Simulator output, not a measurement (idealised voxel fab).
The process module presented herein is designated voxel transistor to metal.
This is section cut - it's 285 nm across, gridded in 5 nm square cells.
We lay out every cross-section as a grid of square cells and spell it out in bands from the top down, where one band means one or more rows of cells. The band entry comprises the height of the band's top followed by the height of its bottom, expressed in nm, and subsequently the band's materials from left to right, each stated together with its width in nm. Where a single material is marked with the word "edge to edge", that material fills the band from edge to edge. The word "air" represents empty space. Heights from 0 (as-received wafer is one material below). Bottom band endless downward, as "top 0, no bottom". A width given as "30..40" starts at the first number in the band's top row and ends at the second number in its bottom row, shifting by an equal amount at every step from row to row. A step reported as "no change" is a step in which no cell of the cross-section changed. "Closed voids list" lists enclosed empty spaces (at least 8 cells, no open path upward to the top), each as width x height at distance from the left edge, in nm. Step line, after settings: the simulator's comment on this step. "overlay nm", when on a step's line for a step with a mask, measures how far to the right of its planned place the mask lay; a negative measure means to the left.
Process steps (planned):
- 1: RECEIVE with material Si
- 2: OXIDIZE with depth nm 5
- 3: CONFORMAL_DEP with material SiN, thk nm 15
- 4: DIRECTIONAL_DEP with material aC, thk nm 10
- 5: PATTERN with tone cover, mask id ACTIVE, material resist, width nm 105, pitch nm 130, thk nm 30, overlay nm 0
- 6: DIRECTIONAL_ETCH with etch materials aC, depth nm 10
- 7: STRIP with etch materials resist
- 8: DIRECTIONAL_ETCH with etch materials SiN, depth nm 15
- 9: DIRECTIONAL_ETCH with etch materials SiO2, depth nm 5
- 10: DIRECTIONAL_ETCH with etch materials Si, depth nm 25
- 11: STRIP with etch materials aC
- 12: FILL_DEP with material SiO2, thk nm 15
- 13: CMP with height nm 15
- 14: SELECTIVE_ETCH with etch materials SiO2, depth nm 5
- 15: STRIP with etch materials SiN
- 16: SELECTIVE_ETCH with etch materials SiO2, depth nm 5
- 17: OXIDIZE with depth nm 5
- 18: DIRECTIONAL_DEP with material polySi, thk nm 30
- 19: DIRECTIONAL_DEP with material SiCN, thk nm 15
- 20: MASKED_ETCH with tone cover, mask id GATE, width nm 35, pitch nm 130, etch materials SiCN, depth nm 25, overlay nm 0
- 21: MASKED_ETCH with tone cover, mask id GATE, width nm 25, pitch nm 130, etch materials polySi, depth nm 40, overlay nm 0
- 22: CONFORMAL_DEP with material SiN, thk nm 10
- 23: DIRECTIONAL_ETCH with etch materials SiN, depth nm 10
- 24: DIRECTIONAL_ETCH with etch materials SiO2, depth nm 5
- 25: DIRECTIONAL_ETCH with etch materials Si, depth nm 15
- 26: EPI with material SiGe, thk nm 20
- 27: FILL_DEP with material SiO2, thk nm 10
- 28: CMP with height nm 25
- 29: STRIP with etch materials polySi
- 30: SELECTIVE_ETCH with etch materials SiO2, depth nm 5
- 31: CONFORMAL_DEP with material HfO2, thk nm 5
- 32: CONFORMAL_DEP with material TiN, thk nm 5
- 33: FILL_DEP with material W, thk nm 5
- 34: CMP with height nm 20
- 35: DIRECTIONAL_DEP with material SiO2, thk nm 10
- 36: PATTERN with tone open, mask id CONTACT, material resist, width nm 15, thk nm 15, overlay nm 0
- 37: DIRECTIONAL_ETCH with etch materials SiO2, depth nm 20
- 38: STRIP with etch materials resist
- 39: CONFORMAL_DEP with material TiN, thk nm 5
- 40: FILL_DEP with material Ru, thk nm 10
- 41: CMP with height nm 30
- 42: DIRECTIONAL_DEP with material TiN, thk nm 5
- 43: DIRECTIONAL_DEP with material W, thk nm 15
- 44: DIRECTIONAL_DEP with material aC, thk nm 15
- 45: PATTERN with tone cover, mask id METAL_1, material resist, width nm 15, thk nm 30, overlay nm 0
- 46: DIRECTIONAL_ETCH with etch materials aC, depth nm 15
- 47: STRIP with etch materials resist
- 48: DIRECTIONAL_ETCH with etch materials W, depth nm 15
- 49: DIRECTIONAL_ETCH with etch materials TiN, depth nm 5
- 50: STRIP with etch materials aC
- 51: FILL_DEP with material SiO2, thk nm 5
- 52: CMP with height nm 50
- 53: CONFORMAL_DEP with material SiCN, thk nm 5
- 54: DIRECTIONAL_DEP with material lowk, thk nm 25
- 55: MASKED_ETCH with tone open, mask id METAL_2, width nm 15, pitch nm 130, etch materials lowk, depth nm 15, overlay nm 0
- 56: DIRECTIONAL_DEP with material aC, thk nm 15
- 57: PATTERN with tone open, mask id METAL_2_HOLES, material resist, width nm 15, pitch nm 130, thk nm 30, overlay nm 0
- 58: DIRECTIONAL_ETCH with etch materials aC, depth nm 15
- 59: STRIP with etch materials resist
- 60: DIRECTIONAL_ETCH with etch materials lowk, depth nm 10
- 61: DIRECTIONAL_ETCH with etch materials SiCN, depth nm 5
- 62: STRIP with etch materials aC
- 63: CONFORMAL_DEP with material TiN, thk nm 5
- 64: FILL_DEP with material Cu, thk nm 5
- 65: CMP with height nm 80
- 66: CONFORMAL_DEP with material SiCN, thk nm 5
Don't read the plan's width nm for step 21 as applying to every wafer: that's the first wafer's value, and the wafers differ in it, though they all start identical.
First of several wafers, received after step 1, in cross-section:
  top 0, no bottom | Si edge to edge
  Closed voids list: none
Wafer cross-section (first of several) - module end, post step 66 (last step):
  top 85, bottom 80 | SiCN edge to edge
  top 80, bottom 55 | lowk: 30; TiN: 5; Cu: 5; TiN: 5; lowk: 115; TiN: 5; Cu: 5; TiN: 5; lowk: 110
  top 55, bottom 50 | SiCN: 30; TiN: 15; SiCN: 115; TiN: 15; SiCN: 110
  top 50, bottom 35 | SiO2: 30; W: 15; SiO2: 65; W: 15; SiO2: 35; W: 15; SiO2: 65; W: 15; SiO2: 30
  top 35, bottom 30 | SiO2: 30; TiN: 15; SiO2: 65; TiN: 15; SiO2: 35; TiN: 15; SiO2: 65; TiN: 15; SiO2: 30
  top 30, bottom 20 | SiO2: 30; TiN: 5; Ru: 5; TiN: 5; SiO2: 65; TiN: 5; Ru: 5; TiN: 5; SiO2: 35; TiN: 5; Ru: 5; TiN: 5; SiO2: 65; TiN: 5; Ru: 5; TiN: 5; SiO2: 30
  top 20, bottom 15 | SiO2: 30; TiN: 5; Ru: 5; TiN: 5; SiO2: 5; SiN: 10; HfO2: 5; TiN: 5; W: 15; TiN: 5; HfO2: 5; SiN: 10; SiO2: 5; TiN: 5; Ru: 5; TiN: 5; SiO2: 35; TiN: 5; Ru: 5; TiN: 5; SiO2: 5; SiN: 10; HfO2: 5; TiN: 5; W: 15; TiN: 5; HfO2: 5; SiN: 10; SiO2: 5; TiN: 5; Ru: 5; TiN: 5; SiO2: 30
  top 15, bottom 10 | SiO2: 30; TiN: 15; SiO2: 5; SiN: 10; HfO2: 5; TiN: 5; W: 15; TiN: 5; HfO2: 5; SiN: 10; SiO2: 5; TiN: 15; SiO2: 35; TiN: 15; SiO2: 5; SiN: 10; HfO2: 5; TiN: 5; W: 15; TiN: 5; HfO2: 5; SiN: 10; SiO2: 5; TiN: 15; SiO2: 30
  top 10, bottom 5 | SiO2: 25; SiGe: 25; SiN: 10; HfO2: 5; TiN: 5; W: 15; TiN: 5; HfO2: 5; SiN: 10; SiGe: 25; SiO2: 25; SiGe: 25; SiN: 10; HfO2: 5; TiN: 5; W: 15; TiN: 5; HfO2: 5; SiN: 10; SiGe: 25; SiO2: 25
  top 5, bottom 0 | SiO2: 20; SiN: 10; SiGe: 20; SiN: 10; HfO2: 5; TiN: 5; W: 15; TiN: 5; HfO2: 5; SiN: 10; SiGe: 20; SiN: 10; SiO2: 15; SiN: 10; SiGe: 20; SiN: 10; HfO2: 5; TiN: 5; W: 15; TiN: 5; HfO2: 5; SiN: 10; SiGe: 20; SiN: 10; SiO2: 20
  top 0, bottom -5 | SiO2: 20; SiN: 10; SiGe: 20; SiN: 10; HfO2: 5; TiN: 25; HfO2: 5; SiN: 10; SiGe: 20; SiN: 10; SiO2: 15; SiN: 10; SiGe: 20; SiN: 10; HfO2: 5; TiN: 25; HfO2: 5; SiN: 10; SiGe: 20; SiN: 10; SiO2: 20
  top -5, bottom -10 | SiO2: 30; SiGe: 20; SiO2: 5; HfO2: 45; SiO2: 5; SiGe: 20; SiO2: 35; SiGe: 20; SiO2: 5; HfO2: 45; SiO2: 5; SiGe: 20; SiO2: 30
  top -10, bottom -25 | SiO2: 25; Si: 5; SiGe: 20; Si: 55; SiGe: 20; Si: 5; SiO2: 25; Si: 5; SiGe: 20; Si: 55; SiGe: 20; Si: 5; SiO2: 25
  top -25, bottom -30 | SiO2: 25; Si: 105; SiO2: 25; Si: 105; SiO2: 25
  top -30, no bottom | Si edge to edge
  Closed voids list: none
At the end of the module, the last of several wafers in cross-section:
  top 85, bottom 80 | SiCN edge to edge
  top 80, bottom 55 | lowk: 30; TiN: 5; Cu: 5; TiN: 5; lowk: 115; TiN: 5; Cu: 5; TiN: 5; lowk: 110
  top 55, bottom 50 | SiCN: 30; TiN: 15; SiCN: 115; TiN: 15; SiCN: 110
  top 50, bottom 35 | SiO2: 30; W: 15; SiO2: 65; W: 15; SiO2: 35; W: 15; SiO2: 65; W: 15; SiO2: 30
  top 35, bottom 30 | SiO2: 30; TiN: 15; SiO2: 65; TiN: 15; SiO2: 35; TiN: 15; SiO2: 65; TiN: 15; SiO2: 30
  top 30, bottom 25 | SiO2: 30; TiN: 5; Ru: 5; TiN: 5; SiO2: 65; TiN: 5; Ru: 5; TiN: 5; SiO2: 35; TiN: 5; Ru: 5; TiN: 5; SiO2: 65; TiN: 5; Ru: 5; TiN: 5; SiO2: 30
  top 25, bottom 20 | SiO2: 30; TiN: 5; Ru: 5; TiN: 5; SiO2: 65; TiN: 15; SiO2: 35; TiN: 5; Ru: 5; TiN: 5; SiO2: 65; TiN: 15; SiO2: 30
  top 20, bottom 15 | SiO2: 30; TiN: 5; Ru: 5; TiN: 5; SiN: 10; HfO2: 5; TiN: 5; W: 30; TiN: 5; HfO2: 5; SiN: 10; TiN: 10; SiO2: 35; TiN: 5; Ru: 5; TiN: 5; SiN: 10; HfO2: 5; TiN: 5; W: 30; TiN: 5; HfO2: 5; SiN: 10; TiN: 10; SiO2: 30
  top 15, bottom 10 | SiO2: 30; TiN: 15; SiN: 10; HfO2: 5; TiN: 5; W: 30; TiN: 5; HfO2: 5; SiN: 10; TiN: 10; SiO2: 35; TiN: 15; SiN: 10; HfO2: 5; TiN: 5; W: 30; TiN: 5; HfO2: 5; SiN: 10; TiN: 10; SiO2: 30
  top 10, bottom 5 | SiO2: 25; SiGe: 20; SiN: 10; HfO2: 5; TiN: 5; W: 30; TiN: 5; HfO2: 5; SiN: 10; SiGe: 15; SiO2: 25; SiGe: 20; SiN: 10; HfO2: 5; TiN: 5; W: 30; TiN: 5; HfO2: 5; SiN: 10; SiGe: 15; SiO2: 25
  top 5, bottom 0 | SiO2: 20; SiN: 10; SiGe: 15; SiN: 10; HfO2: 5; TiN: 5; W: 30; TiN: 5; HfO2: 5; SiN: 10; SiGe: 10; SiN: 10; SiO2: 15; SiN: 10; SiGe: 15; SiN: 10; HfO2: 5; TiN: 5; W: 30; TiN: 5; HfO2: 5; SiN: 10; SiGe: 10; SiN: 10; SiO2: 20
  top 0, bottom -5 | SiO2: 20; SiN: 10; SiGe: 15; SiN: 10; HfO2: 5; TiN: 40; HfO2: 5; SiN: 10; SiGe: 10; SiN: 10; SiO2: 15; SiN: 10; SiGe: 15; SiN: 10; HfO2: 5; TiN: 40; HfO2: 5; SiN: 10; SiGe: 10; SiN: 10; SiO2: 20
  top -5, bottom -10 | SiO2: 30; SiGe: 15; SiO2: 5; HfO2: 60; SiO2: 5; SiGe: 10; SiO2: 35; SiGe: 15; SiO2: 5; HfO2: 60; SiO2: 5; SiGe: 10; SiO2: 30
  top -10, bottom -25 | SiO2: 25; Si: 5; SiGe: 15; Si: 70; SiGe: 10; Si: 5; SiO2: 25; Si: 5; SiGe: 15; Si: 70; SiGe: 10; Si: 5; SiO2: 25
  top -25, bottom -30 | SiO2: 25; Si: 105; SiO2: 25; Si: 105; SiO2: 25
  top -30, no bottom | Si edge to edge
  Closed voids list: none
Here is how to read the rows: every wafer has a row, and it shows the wafer at the end of the module, giving for each material how many cells were gained (+) or lost (-) since the wafer was received, then listing its closed voids:
width nm 25 | +10 Cu | +38 HfO2 | +12 Ru | -222 Si | +108 SiCN | +116 SiGe | +56 SiN | +436 SiO2 | +100 TiN | +60 W | +255 lowk | Closed voids list: none
width nm 30 | +10 Cu | +38 HfO2 | +12 Ru | -222 Si | +108 SiCN | +116 SiGe | +56 SiN | +436 SiO2 | +100 TiN | +60 W | +255 lowk | Closed voids list: none
width nm 35 | +10 Cu | +38 HfO2 | +12 Ru | -222 Si | +108 SiCN | +116 SiGe | +56 SiN | +436 SiO2 | +100 TiN | +60 W | +255 lowk | Closed voids list: none
width nm 40 | +10 Cu | +40 HfO2 | +12 Ru | -216 Si | +108 SiCN | +102 SiGe | +56 SiN | +432 SiO2 | +102 TiN | +68 W | +255 lowk | Closed voids list: none
width nm 45 | +10 Cu | +42 HfO2 | +12 Ru | -210 Si | +108 SiCN | +88 SiGe | +56 SiN | +428 SiO2 | +104 TiN | +76 W | +255 lowk | Closed voids list: none
width nm 50 | +10 Cu | +44 HfO2 | +8 Ru | -204 Si | +108 SiCN | +74 SiGe | +56 SiN | +428 SiO2 | +106 TiN | +84 W | +255 lowk | Closed voids list: none
